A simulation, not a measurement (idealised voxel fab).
Presented below is a process module, voxel transistor to metal.
Displayed cross-section: cut, width of 210 nm, square cells sized 5 nm.
The cross-sections in this document take the form of a grid made of square cells. They are written out as bands, in order from top to bottom. Each band consists of one or more rows of cells. Basically the band line says how high the top is and how high the bottom is, in nm, and then what's in it from left to right, every material with its width in nm. Empty space shows up as "blank", and if a single material carries "everywhere" it runs the full band edge to edge. Basically, 0 is our baseline, since under it the wafer straight out of the box is all one material. The bottom band has no lower end and keeps on going down, so it looks like "from 0 down". Note: "30 to 40" means the width goes from the first number (top row of the band) to the second number (bottom row) in equal steps per row of cells. Basically "all unchanged" means that step didn't change any cell in the cross-section. Closed void register: empty space of 8 cells or more with no open way to the top, each as width x height at its distance from the left edge, in nm. What comes after the settings on a step's line is commentary from the simulator itself on that step. A step line may carry the setting "overlay nm", which, for steps involving a mask, states the distance by which the mask lay to the right of its intended position; negative values denote displacement to the left. Below you will find pairs of cross-sections. In each, one shows the wafer before one process step and the other after it, with the after view ending at the lowest band that changed. Under each pair is the step separating them, along with its settings. Do not assume the pairs form a chain: they can come from different runs of this module on the same starting wafer, and a pair continues from the pair above it only when its "Prior to processing" entry says so.
Prior to processing:
	from 0 down | Si everywhere
	Closed void register: none
after:
	from 5 to 0 | SiO2 everywhere
	For the remainder of the cross-section, below 0, there is no change.
	Closed void register: none
Link between the two cross-sections above: CONFORMAL_DEP, material SiO2, thk nm 5
Prior to processing: Reference is made to the cross-section shown after the step in the pair directly above, which represents the state prior to this step.
after:
	from 15 to 5 | SiN everywhere
	For the remainder of the cross-section, below 5, there is no change.
	Closed void register: none
Link between the two cross-sections above: CONFORMAL_DEP, material SiN, thk nm 10
Prior to processing: Reference is made to the cross-section shown after the step in the pair directly above, which represents the state prior to this step.
after:
	from 25 to 15 | aC everywhere
	For the remainder of the cross-section, below 15, there is no change.
	Closed void register: none
Link between the two cross-sections above: DIRECTIONAL_DEP, material aC, thk nm 10
Prior to processing: Reference is made to the cross-section shown after the step in the pair directly above, which represents the state prior to this step.
after:
	from 50 to 25 | blank: 50 / resist: 105 / blank: 55
	For the remainder of the cross-section, below 25, there is no change.
	Closed void register: none
Link between the two cross-sections above: PATTERN, tone cover, mask id ACTIVE, material resist, width nm 105, thk nm 25, overlay nm 0
Prior to processing: Reference is made to the cross-section shown after the step in the pair directly above, which represents the state prior to this step.
after:
	from 40 to 25 | blank: 50 / resist: 105 / blank: 55
	from 25 to 15 | blank: 50 / aC: 105 / blank: 55
	For the remainder of the cross-section, below 15, there is no change.
	Closed void register: none
Link between the two cross-sections above: DIRECTIONAL_ETCH, etch materials aC, depth nm 10
Prior to processing: Reference is made to the cross-section shown after the step in the pair directly above, which represents the state prior to this step.
after:
	from 25 to 15 | blank: 50 / aC: 105 / blank: 55
	For the remainder of the cross-section, below 15, there is no change.
	Closed void register: none
Link between the two cross-sections above: STRIP, etch materials resist
Prior to processing: Reference is made to the cross-section shown after the step in the pair directly above, which represents the state prior to this step.
after:
	from 25 to 15 | blank: 50 / aC: 105 / blank: 55
	from 15 to 5 | blank: 50 / SiN: 105 / blank: 55
	For the remainder of the cross-section, below 5, there is no change.
	Closed void register: none
Link between the two cross-sections above: DIRECTIONAL_ETCH, etch materials SiN, depth nm 10
Prior to processing: Reference is made to the cross-section shown after the step in the pair directly above, which represents the state prior to this step.
after:
	from 25 to 15 | blank: 50 / aC: 105 / blank: 55
	from 15 to 5 | blank: 50 / SiN: 105 / blank: 55
	from 5 to 0 | blank: 50 / SiO2: 105 / blank: 55
	For the remainder of the cross-section, below 0, there is no change.
	Closed void register: none
Link between the two cross-sections above: DIRECTIONAL_ETCH, etch materials SiO2, depth nm 5
Prior to processing: Reference is made to the cross-section shown after the step in the pair directly above, which represents the state prior to this step.
after:
	from 25 to 15 | blank: 50 / aC: 105 / blank: 55
	from 15 to 5 | blank: 50 / SiN: 105 / blank: 55
	from 5 to 0 | blank: 50 / SiO2: 105 / blank: 55
	from 0 to -30 | blank: 50 / Si: 105 / blank: 55
	For the remainder of the cross-section, below -30, there is no change.
	Closed void register: none
Link between the two cross-sections above: DIRECTIONAL_ETCH, etch materials Si, depth nm 30
Prior to processing: Reference is made to the cross-section shown after the step in the pair directly above, which represents the state prior to this step.
after:
	from 15 to 5 | blank: 50 / SiN: 105 / blank: 55
	For the remainder of the cross-section, below 5, there is no change.
	Closed void register: none
Link between the two cross-sections above: STRIP, etch materials aC
Prior to processing: Reference is made to the cross-section shown after the step in the pair directly above, which represents the state prior to this step.
after:
	from 30 to 15 | SiO2 everywhere
	from 15 to 5 | SiO2: 50 / SiN: 105 / SiO2: 55
	from 5 to 0 | SiO2 everywhere
	from 0 to -30 | SiO2: 50 / Si: 105 / SiO2: 55
	For the remainder of the cross-section, below -30, there is no change.
	Closed void register: none
Link between the two cross-sections above: FILL_DEP, material SiO2, thk nm 15
Prior to processing: Reference is made to the cross-section shown after the step in the pair directly above, which represents the state prior to this step.
after:
	from 15 to 5 | SiO2: 50 / SiN: 105 / SiO2: 55
	For the remainder of the cross-section, below 5, there is no change.
	Closed void register: none
Link between the two cross-sections above: CMP, height nm 15
Prior to processing: Reference is made to the cross-section shown after the step in the pair directly above, which represents the state prior to this step.
after:
	from 15 to 10 | blank: 50 / SiN: 105 / blank: 55
	For the remainder of the cross-section, below 10, there is no change.
	Closed void register: none
Link between the two cross-sections above: SELECTIVE_ETCH, etch materials SiO2, depth nm 5
Prior to processing: Reference is made to the cross-section shown after the step in the pair directly above, which represents the state prior to this step.
after:
	from 10 to 5 | SiO2: 50 / blank: 105 / SiO2: 55
	For the remainder of the cross-section, below 5, there is no change.
	Closed void register: none
Link between the two cross-sections above: STRIP, etch materials SiN
Prior to processing: Reference is made to the cross-section shown after the step in the pair directly above, which represents the state prior to this step.
after:
	from 5 to 0 | SiO2: 45 / blank: 115 / SiO2: 50
	For the remainder of the cross-section, below 0, there is no change.
	Closed void register: none
Link between the two cross-sections above: SELECTIVE_ETCH, etch materials SiO2, depth nm 5
Prior to processing: Reference is made to the cross-section shown after the step in the pair directly above, which represents the state prior to this step.
after:
	from 5 to 0 | SiO2: 45 / blank: 115 / SiO2: 50
	from 0 to -5 | SiO2 everywhere
	For the remainder of the cross-section, below -5, there is no change.
	Closed void register: none
Link between the two cross-sections above: OXIDIZE, depth nm 5
Prior to processing: Reference is made to the cross-section shown after the step in the pair directly above, which represents the state prior to this step.
after:
	from 25 to 20 | polySi: 45 / blank: 115 / polySi: 50
	from 20 to 5 | polySi everywhere
	from 5 to 0 | SiO2: 45 / polySi: 115 / SiO2: 50
	For the remainder of the cross-section, below 0, there is no change.
	Closed void register: none
Link between the two cross-sections above: DIRECTIONAL_DEP, material polySi, thk nm 20
Prior to processing: Reference is made to the cross-section shown after the step in the pair directly above, which represents the state prior to this step.
after:
	from 35 to 30 | SiCN: 45 / blank: 115 / SiCN: 50
	from 30 to 25 | SiCN everywhere
	from 25 to 20 | polySi: 45 / SiCN: 115 / polySi: 50
	For the remainder of the cross-section, below 20, there is no change.
	Closed void register: none
Link between the two cross-sections above: DIRECTIONAL_DEP, material SiCN, thk nm 10
Prior to processing: Reference is made to the cross-section shown after the step in the pair directly above, which represents the state prior to this step.
after:
	from 45 to 40 | aC: 45 / blank: 115 / aC: 50
	from 40 to 35 | aC everywhere
	from 35 to 30 | SiCN: 45 / aC: 115 / SiCN: 50
	For the remainder of the cross-section, below 30, there is no change.
	Closed void register: none
Link between the two cross-sections above: DIRECTIONAL_DEP, material aC, thk nm 10
Prior to processing: Reference is made to the cross-section shown after the step in the pair directly above, which represents the state prior to this step.
after:
	from 75 to 45 | blank: 95 / resist: 15 / blank: 100
	from 45 to 40 | aC: 45 / blank: 50 / resist: 15 / blank: 50 / aC: 50
	For the remainder of the cross-section, below 40, there is no change.
	Closed void register: none
Link between the two cross-sections above: PATTERN, tone cover, mask id GATE, material resist, width nm 15, thk nm 30, overlay nm 0
Prior to processing: Reference is made to the cross-section shown after the step in the pair directly above, which represents the state prior to this step.
after:
	from 65 to 40 | blank: 95 / resist: 15 / blank: 100
	from 40 to 35 | blank: 95 / aC: 15 / blank: 100
	from 35 to 30 | SiCN: 45 / blank: 50 / aC: 15 / blank: 50 / SiCN: 50
	For the remainder of the cross-section, below 30, there is no change.
	Closed void register: none
Link between the two cross-sections above: DIRECTIONAL_ETCH, etch materials aC, depth nm 10
Prior to processing: Reference is made to the cross-section shown after the step in the pair directly above, which represents the state prior to this step.
after:
	from 40 to 35 | blank: 95 / aC: 15 / blank: 100
	For the remainder of the cross-section, below 35, there is no change.
	Closed void register: none
Link between the two cross-sections above: STRIP, etch materials resist
Prior to processing: Reference is made to the cross-section shown after the step in the pair directly above, which represents the state prior to this step.
after:
	from 40 to 30 | blank: 95 / aC: 15 / blank: 100
	from 30 to 25 | blank: 95 / SiCN: 15 / blank: 100
	from 25 to 20 | polySi: 45 / blank: 50 / SiCN: 15 / blank: 50 / polySi: 50
	For the remainder of the cross-section, below 20, there is no change.
	Closed void register: none
Link between the two cross-sections above: DIRECTIONAL_ETCH, etch materials SiCN, depth nm 20
Prior to processing: Reference is made to the cross-section shown after the step in the pair directly above, which represents the state prior to this step.
after:
	from 40 to 30 | blank: 95 / aC: 15 / blank: 100
	from 30 to 20 | blank: 95 / SiCN: 15 / blank: 100
	from 20 to 5 | blank: 95 / polySi: 15 / blank: 100
	from 5 to 0 | SiO2: 45 / blank: 50 / polySi: 15 / blank: 50 / SiO2: 50
	For the remainder of the cross-section, below 0, there is no change.
	Closed void register: none
Link between the two cross-sections above: DIRECTIONAL_ETCH, etch materials polySi, depth nm 30
Prior to processing: Reference is made to the cross-section shown after the step in the pair directly above, which represents the state prior to this step.
after:
	from 30 to 20 | blank: 95 / SiCN: 15 / blank: 100
	For the remainder of the cross-section, below 20, there is no change.
	Closed void register: none
Link between the two cross-sections above: STRIP, etch materials aC
Prior to processing: Reference is made to the cross-section shown after the step in the pair directly above, which represents the state prior to this step.
after:
	from 35 to 30 | blank: 90 / SiN: 25 / blank: 95
	from 30 to 20 | blank: 90 / SiN: 5 / SiCN: 15 / SiN: 5 / blank: 95
	from 20 to 10 | blank: 90 / SiN: 5 / polySi: 15 / SiN: 5 / blank: 95
	from 10 to 5 | SiN: 50 / blank: 40 / SiN: 5 / polySi: 15 / SiN: 5 / blank: 40 / SiN: 55
	from 5 to 0 | SiO2: 45 / SiN: 50 / polySi: 15 / SiN: 50 / SiO2: 50
	For the remainder of the cross-section, below 0, there is no change.
	Closed void register: none
Link between the two cross-sections above: CONFORMAL_DEP, material SiN, thk nm 5
Prior to processing: Reference is made to the cross-section shown after the step in the pair directly above, which represents the state prior to this step.
after:
	from 30 to 20 | blank: 90 / SiN: 5 / SiCN: 15 / SiN: 5 / blank: 95
	from 20 to 5 | blank: 90 / SiN: 5 / polySi: 15 / SiN: 5 / blank: 95
	from 5 to 0 | SiO2: 45 / SiN: 5 / blank: 40 / SiN: 5 / polySi: 15 / SiN: 5 / blank: 40 / SiN: 5 / SiO2: 50
	For the remainder of the cross-section, below 0, there is no change.
	Closed void register: none
Link between the two cross-sections above: DIRECTIONAL_ETCH, etch materials SiN, depth nm 5
Prior to processing: Reference is made to the cross-section shown after the step in the pair directly above, which represents the state prior to this step.
after:
	from 30 to 20 | blank: 90 / SiN: 5 / SiCN: 15 / SiN: 5 / blank: 95
	from 20 to 5 | blank: 90 / SiN: 5 / polySi: 15 / SiN: 5 / blank: 95
	from 5 to 0 | blank: 45 / SiN: 5 / blank: 40 / SiN: 5 / polySi: 15 / SiN: 5 / blank: 40 / SiN: 5 / blank: 50
	from 0 to -5 | SiO2: 50 / blank: 40 / SiO2: 25 / blank: 40 / SiO2: 55
	For the remainder of the cross-section, below -5, there is no change.
	Closed void register: none
Link between the two cross-sections above: DIRECTIONAL_ETCH, etch materials SiO2, depth nm 5
Prior to processing: Reference is made to the cross-section shown after the step in the pair directly above, which represents the state prior to this step.
after:
	from 30 to 20 | blank: 90 / SiN: 5 / SiCN: 15 / SiN: 5 / blank: 95
	from 20 to 5 | blank: 90 / SiN: 5 / polySi: 15 / SiN: 5 / blank: 95
	from 5 to 0 | blank: 45 / SiN: 5 / blank: 40 / SiN: 5 / polySi: 15 / SiN: 5 / blank: 40 / SiN: 5 / blank: 50
	from 0 to -5 | SiO2: 50 / pSi: 40 / SiO2: 25 / pSi: 40 / SiO2: 55
	For the remainder of the cross-section, below -5, there is no change.
	Closed void register: none
Link between the two cross-sections above: EPI, material pSi, thk nm 5
Prior to processing: Reference is made to the cross-section shown after the step in the pair directly above, which represents the state prior to this step.
after:
	from 40 to 30 | SiO2 everywhere
	from 30 to 20 | SiO2: 90 / SiN: 5 / SiCN: 15 / SiN: 5 / SiO2: 95
	from 20 to 5 | SiO2: 90 / SiN: 5 / polySi: 15 / SiN: 5 / SiO2: 95
	from 5 to 0 | SiO2: 45 / SiN: 5 / SiO2: 40 / SiN: 5 / polySi: 15 / SiN: 5 / SiO2: 40 / SiN: 5 / SiO2: 50
	For the remainder of the cross-section, below 0, there is no change.
	Closed void register: none
Link between the two cross-sections above: FILL_DEP, material SiO2, thk nm 10
Prior to processing: Reference is made to the cross-section shown after the step in the pair directly above, which represents the state prior to this step.
after:
	from 30 to 20 | SiO2: 90 / SiN: 5 / SiCN: 15 / SiN: 5 / SiO2: 95
	For the remainder of the cross-section, below 20, there is no change.
	Closed void register: none
Link between the two cross-sections above: CMP, height nm 30
Prior to processing: Reference is made to the cross-section shown after the step in the pair directly above, which represents the state prior to this step.
after:
	from 45 to 30 | SiO2 everywhere
	For the remainder of the cross-section, below 30, there is no change.
	Closed void register: none
Link between the two cross-sections above: DIRECTIONAL_DEP, material SiO2, thk nm 15
Prior to processing: Reference is made to the cross-section shown after the step in the pair directly above, which represents the state prior to this step.
after:
	from 65 to 45 | resist: 60 / blank: 30 / resist: 25 / blank: 30 / resist: 65
	For the remainder of the cross-section, below 45, there is no change.
	Closed void register: none
Link between the two cross-sections above: PATTERN, tone open, mask id CONTACT, material resist, width nm 30, pitch nm 55, thk nm 20, overlay nm 0
Prior to processing: Reference is made to the cross-section shown after the step in the pair directly above, which represents the state prior to this step.
after:
	from 65 to 45 | resist: 60 / blank: 30 / resist: 25 / blank: 30 / resist: 65
	from 45 to 30 | SiO2: 60 / blank: 30 / SiO2: 25 / blank: 30 / SiO2: 65
	from 30 to 20 | SiO2: 60 / blank: 30 / SiN: 5 / SiCN: 15 / SiN: 5 / blank: 30 / SiO2: 65
	from 20 to 5 | SiO2: 60 / blank: 30 / SiN: 5 / polySi: 15 / SiN: 5 / blank: 30 / SiO2: 65
	from 5 to 0 | SiO2: 45 / SiN: 5 / SiO2: 10 / blank: 30 / SiN: 5 / polySi: 15 / SiN: 5 / blank: 30 / SiO2: 10 / SiN: 5 / SiO2: 50
	For the remainder of the cross-section, below 0, there is no change.
	Closed void register: none
Link between the two cross-sections above: DIRECTIONAL_ETCH, etch materials SiO2, depth nm 45
Prior to processing: Reference is made to the cross-section shown after the step in the pair directly above, which represents the state prior to this step.
after:
	from 45 to 30 | SiO2: 60 / blank: 30 / SiO2: 25 / blank: 30 / SiO2: 65
	For the remainder of the cross-section, below 30, there is no change.
	Closed void register: none
Link between the two cross-sections above: STRIP, etch materials resist
Prior to processing: Reference is made to the cross-section shown after the step in the pair directly above, which represents the state prior to this step.
after:
	from 50 to 45 | TiN: 65 / blank: 20 / TiN: 35 / blank: 20 / TiN: 70
	from 45 to 30 | SiO2: 60 / TiN: 5 / blank: 20 / TiN: 5 / SiO2: 25 / TiN: 5 / blank: 20 / TiN: 5 / SiO2: 65
	from 30 to 20 | SiO2: 60 / TiN: 5 / blank: 20 / TiN: 5 / SiN: 5 / SiCN: 15 / SiN: 5 / TiN: 5 / blank: 20 / TiN: 5 / SiO2: 65
	from 20 to 5 | SiO2: 60 / TiN: 5 / blank: 20 / TiN: 5 / SiN: 5 / polySi: 15 / SiN: 5 / TiN: 5 / blank: 20 / TiN: 5 / SiO2: 65
	from 5 to 0 | SiO2: 45 / SiN: 5 / SiO2: 10 / TiN: 30 / SiN: 5 / polySi: 15 / SiN: 5 / TiN: 30 / SiO2: 10 / SiN: 5 / SiO2: 50
	For the remainder of the cross-section, below 0, there is no change.
	Closed void register: none
Link between the two cross-sections above: CONFORMAL_DEP, material TiN, thk nm 5
Prior to processing: Reference is made to the cross-section shown after the step in the pair directly above, which represents the state prior to this step.
after:
	from 55 to 50 | W everywhere
	from 50 to 45 | TiN: 65 / W: 20 / TiN: 35 / W: 20 / TiN: 70
	from 45 to 30 | SiO2: 60 / TiN: 5 / W: 20 / TiN: 5 / SiO2: 25 / TiN: 5 / W: 20 / TiN: 5 / SiO2: 65
	from 30 to 20 | SiO2: 60 / TiN: 5 / W: 20 / TiN: 5 / SiN: 5 / SiCN: 15 / SiN: 5 / TiN: 5 / W: 20 / TiN: 5 / SiO2: 65
	from 20 to 5 | SiO2: 60 / TiN: 5 / W: 20 / TiN: 5 / SiN: 5 / polySi: 15 / SiN: 5 / TiN: 5 / W: 20 / TiN: 5 / SiO2: 65
	For the remainder of the cross-section, below 5, there is no change.
	Closed void register: none
Link between the two cross-sections above: FILL_DEP, material W, thk nm 5
Prior to processing: Reference is made to the cross-section shown after the step in the pair directly above, which represents the state prior to this step.
after:
	from 45 to 30 | SiO2: 60 / TiN: 5 / W: 20 / TiN: 5 / SiO2: 25 / TiN: 5 / W: 20 / TiN: 5 / SiO2: 65
	For the remainder of the cross-section, below 30, there is no change.
	Closed void register: none
Link between the two cross-sections above: CMP, height nm 45
Prior to processing: Reference is made to the cross-section shown after the step in the pair directly above, which represents the state prior to this step.
after:
	from 50 to 45 | TiN everywhere
	For the remainder of the cross-section, below 45, there is no change.
	Closed void register: none
Link between the two cross-sections above: DIRECTIONAL_DEP, material TiN, thk nm 5
Prior to processing: Reference is made to the cross-section shown after the step in the pair directly above, which represents the state prior to this step.
after:
	from 75 to 50 | W everywhere
	For the remainder of the cross-section, below 50, there is no change.
	Closed void register: none
Link between the two cross-sections above: DIRECTIONAL_DEP, material W, thk nm 25
Prior to processing: Reference is made to the cross-section shown after the step in the pair directly above, which represents the state prior to this step.
after:
	from 90 to 75 | aC everywhere
	For the remainder of the cross-section, below 75, there is no change.
	Closed void register: none
Link between the two cross-sections above: DIRECTIONAL_DEP, material aC, thk nm 15
Prior to processing: Reference is made to the cross-section shown after the step in the pair directly above, which represents the state prior to this step.
after:
	from 125 to 90 | blank: 60 / resist: 15 / blank: 55 / resist: 15 / blank: 65
	For the remainder of the cross-section, below 90, there is no change.
	Closed void register: none
Link between the two cross-sections above: PATTERN, tone cover, mask id METAL_1, material resist, width nm 15, pitch nm 70, thk nm 35, overlay nm 0
Prior to processing: Reference is made to the cross-section shown after the step in the pair directly above, which represents the state prior to this step.
after:
	from 110 to 90 | blank: 60 / resist: 15 / blank: 55 / resist: 15 / blank: 65
	from 90 to 75 | blank: 60 / aC: 15 / blank: 55 / aC: 15 / blank: 65
	For the remainder of the cross-section, below 75, there is no change.
	Closed void register: none
Link between the two cross-sections above: DIRECTIONAL_ETCH, etch materials aC, depth nm 15
Prior to processing: Reference is made to the cross-section shown after the step in the pair directly above, which represents the state prior to this step.
after:
	from 90 to 75 | blank: 60 / aC: 15 / blank: 55 / aC: 15 / blank: 65
	For the remainder of the cross-section, below 75, there is no change.
	Closed void register: none
Link between the two cross-sections above: STRIP, etch materials resist
Prior to processing: Reference is made to the cross-section shown after the step in the pair directly above, which represents the state prior to this step.
after:
	from 90 to 75 | blank: 60 / aC: 15 / blank: 55 / aC: 15 / blank: 65
	from 75 to 50 | blank: 60 / W: 15 / blank: 55 / W: 15 / blank: 65
	For the remainder of the cross-section, below 50, there is no change.
	Closed void register: none
Link between the two cross-sections above: DIRECTIONAL_ETCH, etch materials W, depth nm 25
Prior to processing: Reference is made to the cross-section shown after the step in the pair directly above, which represents the state prior to this step.
after:
	from 90 to 75 | blank: 60 / aC: 15 / blank: 55 / aC: 15 / blank: 65
	from 75 to 50 | blank: 60 / W: 15 / blank: 55 / W: 15 / blank: 65
	from 50 to 45 | blank: 60 / TiN: 15 / blank: 55 / TiN: 15 / blank: 65
	For the remainder of the cross-section, below 45, there is no change.
	Closed void register: none
Link between the two cross-sections above: DIRECTIONAL_ETCH, etch materials TiN, depth nm 5
Prior to processing: Reference is made to the cross-section shown after the step in the pair directly above, which represents the state prior to this step.
after:
	from 75 to 50 | blank: 60 / W: 15 / blank: 55 / W: 15 / blank: 65
	For the remainder of the cross-section, below 50, there is no change.
	Closed void register: none
Link between the two cross-sections above: STRIP, etch materials aC
Prior to processing: Reference is made to the cross-section shown after the step in the pair directly above, which represents the state prior to this step.
after:
	from 85 to 75 | SiO2 everywhere
	from 75 to 50 | SiO2: 60 / W: 15 / SiO2: 55 / W: 15 / SiO2: 65
	from 50 to 45 | SiO2: 60 / TiN: 15 / SiO2: 55 / TiN: 15 / SiO2: 65
	For the remainder of the cross-section, below 45, there is no change.
	Closed void register: none
Link between the two cross-sections above: FILL_DEP, material SiO2, thk nm 10
Prior to processing: Reference is made to the cross-section shown after the step in the pair directly above, which represents the state prior to this step.
after:
	from 75 to 50 | SiO2: 60 / W: 15 / SiO2: 55 / W: 15 / SiO2: 65
	For the remainder of the cross-section, below 50, there is no change.
	Closed void register: none
Link between the two cross-sections above: CMP, height nm 75
Prior to processing: Reference is made to the cross-section shown after the step in the pair directly above, which represents the state prior to this step.
after:
	from 80 to 75 | SiN everywhere
	For the remainder of the cross-section, below 75, there is no change.
	Closed void register: none
Link between the two cross-sections above: CONFORMAL_DEP, material SiN, thk nm 5
Prior to processing:
	from 30 to 15 | SiO2 everywhere
	from 15 to 5 | SiO2: 50 / SiN: 105 / SiO2: 55
	from 5 to 0 | SiO2 everywhere
	from 0 to -30 | SiO2: 50 / Si: 105 / SiO2: 55
	from -30 down | Si everywhere
	Closed void register: none
after:
	from 25 to 15 | SiO2 everywhere
	For the remainder of the cross-section, below 15, there is no change.
	Closed void register: none
Link between the two cross-sections above: SELECTIVE_ETCH, etch materials SiO2, depth nm 5
Prior to processing: Reference is made to the cross-section shown after the step in the pair directly above, which represents the state prior to this step.
after:
	from 20 to 15 | SiO2 everywhere
	For the remainder of the cross-section, below 15, there is no change.
	Closed void register: none
Link between the two cross-sections above: SELECTIVE_ETCH, etch materials SiO2, depth nm 5
Prior to processing: Reference is made to the cross-section shown after the step in the pair directly above, which represents the state prior to this step.
after:
	from 40 to 20 | polySi everywhere
	For the remainder of the cross-section, below 20, there is no change.
	Closed void register: none
Link between the two cross-sections above: DIRECTIONAL_DEP, material polySi, thk nm 20
Prior to processing: Reference is made to the cross-section shown after the step in the pair directly above, which represents the state prior to this step.
after:
	from 50 to 40 | SiCN everywhere
	For the remainder of the cross-section, below 40, there is no change.
	Closed void register: none
Link between the two cross-sections above: DIRECTIONAL_DEP, material SiCN, thk nm 10
Prior to processing: Reference is made to the cross-section shown after the step in the pair directly above, which represents the state prior to this step.
after:
	from 60 to 50 | aC everywhere
	For the remainder of the cross-section, below 50, there is no change.
	Closed void register: none
Link between the two cross-sections above: DIRECTIONAL_DEP, material aC, thk nm 10
Prior to processing: Reference is made to the cross-section shown after the step in the pair directly above, which represents the state prior to this step.
after:
	from 90 to 60 | blank: 95 / resist: 15 / blank: 100
	For the remainder of the cross-section, below 60, there is no change.
	Closed void register: none
Link between the two cross-sections above: PATTERN, tone cover, mask id GATE, material resist, width nm 15, thk nm 30, overlay nm 0
Prior to processing: Reference is made to the cross-section shown after the step in the pair directly above, which represents the state prior to this step.
after:
	from 80 to 60 | blank: 95 / resist: 15 / blank: 100
	from 60 to 50 | blank: 95 / aC: 15 / blank: 100
	For the remainder of the cross-section, below 50, there is no change.
	Closed void register: none
Link between the two cross-sections above: DIRECTIONAL_ETCH, etch materials aC, depth nm 10
Prior to processing: Reference is made to the cross-section shown after the step in the pair directly above, which represents the state prior to this step.
after:
	from 60 to 50 | blank: 95 / aC: 15 / blank: 100
	For the remainder of the cross-section, below 50, there is no change.
	Closed void register: none
Link between the two cross-sections above: STRIP, etch materials resist
Prior to processing: Reference is made to the cross-section shown after the step in the pair directly above, which represents the state prior to this step.
after:
	from 60 to 50 | blank: 95 / aC: 15 / blank: 100
	from 50 to 40 | blank: 95 / SiCN: 15 / blank: 100
	For the remainder of the cross-section, below 40, there is no change.
	Closed void register: none
Link between the two cross-sections above: DIRECTIONAL_ETCH, etch materials SiCN, depth nm 20
Prior to processing: Reference is made to the cross-section shown after the step in the pair directly above, which represents the state prior to this step.
after:
	from 60 to 50 | blank: 95 / aC: 15 / blank: 100
	from 50 to 40 | blank: 95 / SiCN: 15 / blank: 100
	from 40 to 20 | blank: 95 / polySi: 15 / blank: 100
	For the remainder of the cross-section, below 20, there is no change.
	Closed void register: none
Link between the two cross-sections above: DIRECTIONAL_ETCH, etch materials polySi, depth nm 30
Prior to processing: Reference is made to the cross-section shown after the step in the pair directly above, which represents the state prior to this step.
after:
	from 50 to 40 | blank: 95 / SiCN: 15 / blank: 100
	For the remainder of the cross-section, below 40, there is no change.
	Closed void register: none
Link between the two cross-sections above: STRIP, etch materials aC
Prior to processing: Reference is made to the cross-section shown after the step in the pair directly above, which represents the state prior to this step.
after:
	from 55 to 50 | blank: 90 / SiN: 25 / blank: 95
	from 50 to 40 | blank: 90 / SiN: 5 / SiCN: 15 / SiN: 5 / blank: 95
	from 40 to 25 | blank: 90 / SiN: 5 / polySi: 15 / SiN: 5 / blank: 95
	from 25 to 20 | SiN: 95 / polySi: 15 / SiN: 100
	For the remainder of the cross-section, below 20, there is no change.
	Closed void register: none
Link between the two cross-sections above: CONFORMAL_DEP, material SiN, thk nm 5
Prior to processing: Reference is made to the cross-section shown after the step in the pair directly above, which represents the state prior to this step.
after:
	from 50 to 40 | blank: 90 / SiN: 5 / SiCN: 15 / SiN: 5 / blank: 95
	from 40 to 20 | blank: 90 / SiN: 5 / polySi: 15 / SiN: 5 / blank: 95
	For the remainder of the cross-section, below 20, there is no change.
	Closed void register: none
Link between the two cross-sections above: DIRECTIONAL_ETCH, etch materials SiN, depth nm 5
Prior to processing: Reference is made to the cross-section shown after the step in the pair directly above, which represents the state prior to this step.
after:
	from 50 to 40 | blank: 90 / SiN: 5 / SiCN: 15 / SiN: 5 / blank: 95
	from 40 to 20 | blank: 90 / SiN: 5 / polySi: 15 / SiN: 5 / blank: 95
	from 20 to 15 | blank: 90 / SiO2: 25 / blank: 95
	For the remainder of the cross-section, below 15, there is no change.
	Closed void register: none
Link between the two cross-sections above: DIRECTIONAL_ETCH, etch materials SiO2, depth nm 5
Prior to processing: Reference is made to the cross-section shown after the step in the pair directly above, which represents the state prior to this step.
after:
	from 60 to 50 | SiO2 everywhere
	from 50 to 40 | SiO2: 90 / SiN: 5 / SiCN: 15 / SiN: 5 / SiO2: 95
	from 40 to 20 | SiO2: 90 / SiN: 5 / polySi: 15 / SiN: 5 / SiO2: 95
	from 20 to 15 | SiO2 everywhere
	For the remainder of the cross-section, below 15, there is no change.
	Closed void register: none
Link between the two cross-sections above: FILL_DEP, material SiO2, thk nm 10
Prior to processing: Reference is made to the cross-section shown after the step in the pair directly above, which represents the state prior to this step.
after:
	from 30 to 20 | SiO2: 90 / SiN: 5 / polySi: 15 / SiN: 5 / SiO2: 95
	For the remainder of the cross-section, below 20, there is no change.
	Closed void register: none
Link between the two cross-sections above: CMP, height nm 30
Prior to processing: Reference is made to the cross-section shown after the step in the pair directly above, which represents the state prior to this step.
after:
	from 45 to 30 | SiO2 everywhere
	For the remainder of the cross-section, below 30, there is no change.
	Closed void register: none
Link between the two cross-sections above: DIRECTIONAL_DEP, material SiO2, thk nm 15
Prior to processing: Reference is made to the cross-section shown after the step in the pair directly above, which represents the state prior to this step.
after:
	from 65 to 45 | resist: 60 / blank: 30 / resist: 25 / blank: 30 / resist: 65
	For the remainder of the cross-section, below 45, there is no change.
	Closed void register: none
Link between the two cross-sections above: PATTERN, tone open, mask id CONTACT, material resist, width nm 30, pitch nm 55, thk nm 20, overlay nm 0
Prior to processing: Reference is made to the cross-section shown after the step in the pair directly above, which represents the state prior to this step.
after:
	from 65 to 45 | resist: 60 / blank: 30 / resist: 25 / blank: 30 / resist: 65
	from 45 to 30 | SiO2: 60 / blank: 30 / SiO2: 25 / blank: 30 / SiO2: 65
	from 30 to 20 | SiO2: 60 / blank: 30 / SiN: 5 / polySi: 15 / SiN: 5 / blank: 30 / SiO2: 65
	from 20 to 15 | SiO2: 60 / blank: 30 / SiO2: 25 / blank: 30 / SiO2: 65
	For the remainder of the cross-section, below 15, there is no change.
	Closed void register: none
Link between the two cross-sections above: DIRECTIONAL_ETCH, etch materials SiO2, depth nm 45
Prior to processing: Reference is made to the cross-section shown after the step in the pair directly above, which represents the state prior to this step.
after:
	from 45 to 30 | SiO2: 60 / blank: 30 / SiO2: 25 / blank: 30 / SiO2: 65
	For the remainder of the cross-section, below 30, there is no change.
	Closed void register: none
Link between the two cross-sections above: STRIP, etch materials resist
Prior to processing: Reference is made to the cross-section shown after the step in the pair directly above, which represents the state prior to this step.
after:
	from 50 to 45 | TiN: 65 / blank: 20 / TiN: 35 / blank: 20 / TiN: 70
	from 45 to 30 | SiO2: 60 / TiN: 5 / blank: 20 / TiN: 5 / SiO2: 25 / TiN: 5 / blank: 20 / TiN: 5 / SiO2: 65
	from 30 to 20 | SiO2: 60 / TiN: 5 / blank: 20 / TiN: 5 / SiN: 5 / polySi: 15 / SiN: 5 / TiN: 5 / blank: 20 / TiN: 5 / SiO2: 65
	from 20 to 15 | SiO2: 60 / TiN: 30 / SiO2: 25 / TiN: 30 / SiO2: 65
	For the remainder of the cross-section, below 15, there is no change.
	Closed void register: none
Link between the two cross-sections above: CONFORMAL_DEP, material TiN, thk nm 5
